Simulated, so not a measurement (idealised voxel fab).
process module | voxel capacitor over wiring
cross-section cut | 195 nm wide | cells 5 nm
A cross-section is a grid of square cells, given in bands from the top down. A band is one or more rows of cells.
Each band's line starts with the height of the band's top and of its bottom, in nm. Then come its materials from left to right, each with its width in nm. One material with "throughout" fills the band from edge to edge. "air" is empty space.
Height 0 is the level under which the wafer as received is all one material. The lowest band goes on downwards, as in "0 down".
A width such as "30 to 40" changes by the same amount from each row of cells to the next, from the band's top row to its bottom row.
"no change" after a step means that no cell of the cross-section changed.
closed voids: empty space of 8 cells or more with no open way to the top, each as width x height at its distance from the left edge, in nm
after a step's settings: what the simulator itself notes on the step
overlay nm, on a step with a mask: how far to the right of its planned place the mask lay; to the left if negative
plan
1 op RECEIVE | material Si
2 op CONFORMAL_DEP | material SiO2 | thk nm 10
3 op DIRECTIONAL_DEP | material TiN | thk nm 5
4 op DIRECTIONAL_DEP | material W | thk nm 25
5 op PATTERN | tone cover | mask id METAL_1 | material resist | width nm 25 | pitch nm 90 | thk nm 15 | overlay nm 0
6 op DIRECTIONAL_ETCH | etch materials W | depth nm 25
7 op DIRECTIONAL_ETCH | etch materials TiN | depth nm 5
8 op STRIP | etch materials resist
9 op CONFORMAL_DEP | material SiN | thk nm 5
10 op FILL_DEP | material SiO2 | thk nm 5
11 op CMP | height nm 40
12 op CONFORMAL_DEP | material SiCN | thk nm 5
13 op DIRECTIONAL_DEP | material SiO2 | thk nm 20
14 op DIRECTIONAL_DEP | material aC | thk nm 15
15 op PATTERN | tone open | mask id PLUG_1 | material resist | width nm 15 | thk nm 35 | overlay nm 0
16 op DIRECTIONAL_ETCH | etch materials aC | depth nm 15
17 op STRIP | etch materials resist
18 op DIRECTIONAL_ETCH | etch materials SiO2 | depth nm 20
19 op DIRECTIONAL_ETCH | etch materials SiCN | depth nm 5
20 op STRIP | etch materials aC
21 op EPI | material Ru | thk nm 10
22 op EPI | material Ru | thk nm 10
23 op EPI | material Ru | thk nm 5
24 op DIRECTIONAL_DEP | material TiN | thk nm 5
25 op DIRECTIONAL_DEP | material Al2O3 | thk nm 5
26 op DIRECTIONAL_DEP | material TiN | thk nm 10
27 op MASKED_ETCH | tone cover | mask id UPPER_PLATE | width nm 70 | etch materials TiN | depth nm 10 | overlay nm 0
28 op MASKED_ETCH | tone cover | mask id UPPER_PLATE | width nm 70 | etch materials Al2O3 | depth nm 5 | overlay nm 0
29 op MASKED_ETCH | tone cover | mask id LOWER_PLATE | width nm 80 | etch materials TiN | depth nm 5 | overlay nm 0
30 op FILL_DEP | material SiO2 | thk nm 20
31 op CMP | height nm 100
32 op MASKED_ETCH | tone open | mask id PLUG_2 | width nm 15 | etch materials SiO2 | depth nm 15 | overlay nm 0
33 op CONFORMAL_DEP | material TiN | thk nm 5
34 op FILL_DEP | material Ru | thk nm 5
35 op CMP | height nm 100
36 op CONFORMAL_DEP | material SiCN | thk nm 5
as received, after step 1
  0 down: Si throughout
  closed voids: none
first wafer at the end, as planned
  105 to 100: SiCN throughout
  100 to 90: SiO2 60 | TiN 5 | Ru 5 | TiN 5 | SiO2 120
  90 to 85: SiO2 60 | TiN 15 | SiO2 120
  85 to 75: SiO2 50 | TiN 70 | SiO2 75
  75 to 70: SiO2 50 | Al2O3 70 | SiO2 75
  70 to 65: SiO2 45 | TiN 80 | SiO2 70
  65 to 45: SiO2 50 | Ru 15 | SiO2 130
  45 to 40: SiCN 50 | Ru 15 | SiCN 130
  40 to 15: SiO2 35 | SiN 5 | W 25 | SiN 5 | SiO2 55 | SiN 5 | W 25 | SiN 5 | SiO2 35
  15 to 10: SiN 40 | TiN 25 | SiN 65 | TiN 25 | SiN 40
  10 to 0: SiO2 throughout
  0 down: Si throughout
  closed voids: none
second wafer at the end: like start, like plan, one mistake
  105 to 100: SiCN throughout
  100 to 90: SiO2 60 | TiN 5 | Ru 5 | TiN 5 | SiO2 120
  90 to 85: SiO2 60 | TiN 15 | SiO2 120
  85 to 75: SiO2 50 | TiN 70 | SiO2 75
  75 to 70: SiO2 50 | Al2O3 70 | SiO2 75
  70 to 65: SiO2 45 | TiN 80 | SiO2 70
  65 to 45: SiO2 50 | Ru 20 | SiO2 125
  45 to 40: SiCN 50 | Ru 20 | SiCN 125
  40 to 15: SiO2 35 | SiN 5 | W 25 | SiN 5 | SiO2 55 | SiN 5 | W 25 | SiN 5 | SiO2 35
  15 to 10: SiN 40 | TiN 25 | SiN 65 | TiN 25 | SiN 40
  10 to 0: SiO2 throughout
  0 down: Si throughout
  closed voids: none
what went wrong: step 15 ran as: op PATTERN | tone open | mask id PLUG_1 | material resist | width nm 20 | thk nm 35 | overlay nm 0
at the end the second wafer has, in cells: 5 more of Ru | 1 fewer of SiCN | 4 fewer of SiO2
